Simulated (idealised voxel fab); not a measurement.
voxel trench capacitor: a process module
The cross-section on display is named cut; it measures 260 nm wide, and its cells are 5 nm squares.
A cross-section is written here as square cells arranged in a grid, and it is given in bands from the top down, each band taking up one or more rows of cells.
The entry gives the band's vertical extent as a top height and a bottom height in nm, then its horizontal make-up as materials from left to right, each with a width in nm. "blank" stands for empty space; a single material marked "edge to edge" fills the band edge to edge.
Basically, 0 is our baseline, since under it the wafer straight out of the box is all one material. The bottom band has no lower end and keeps on going down, so it looks like "0 and below".
Quick explanation for "30->40": the width changes in equal steps down the rows of cells, from the first number in the band's top row to the second number in its bottom row.
Step marked "no modification"? Then no cell in the cross-section changed in it.
"Completely enclosed voids": empty spaces of 8 cells or more with no open way to the top, each given as width x height at distance, distance from the left edge, all in nm.
On a step's line, text after the settings is the simulator commenting on that step.
Each step line may optionally specify "overlay nm", which for a step with a mask gives the rightward distance between the mask's planned place and where it lay, a negative value indicating the leftward direction.

## The process steps that were planned are listed below
1,RECEIVE: material Si
2,CONFORMAL_DEP: material SiN, thk nm 5
3,MASKED_ETCH: tone open, mask id TRENCH, width nm 25, pitch nm 50, etch materials SiN, depth nm 5, overlay nm 0
4,MASKED_ETCH: tone open, mask id TRENCH, width nm 25, pitch nm 50, etch materials Si, depth nm 30, overlay nm 0
5,CONFORMAL_DEP: material SiO2, thk nm 5
6,FILL_DEP: material polySi, thk nm 10
7,CMP: height nm 5

## Here's what the wafer looked like in cross-section when it arrived - that's after step 1
  0 and below: Si edge to edge
  Completely enclosed voids: none

## Final wafer profile in cross-section after the module, from the same start and plan as above, with one mistake made during processing
  5 down to 0: SiN=90, then SiO2=5, then polySi=15, then SiO2=5, then SiN=25, then SiO2=5, then polySi=15, then SiO2=5, then SiN=95
  0 down to -55: Si=90, then SiO2=5, then polySi=15, then SiO2=5, then Si=25, then SiO2=5, then polySi=15, then SiO2=5, then Si=95
  -55 down to -60: Si=90, then SiO2=25, then Si=25, then SiO2=25, then Si=95
  -60 and below: Si edge to edge
  Completely enclosed voids: none
In executing the process, a mistake was made relative to the plan: twice, step 4 of the plan was run
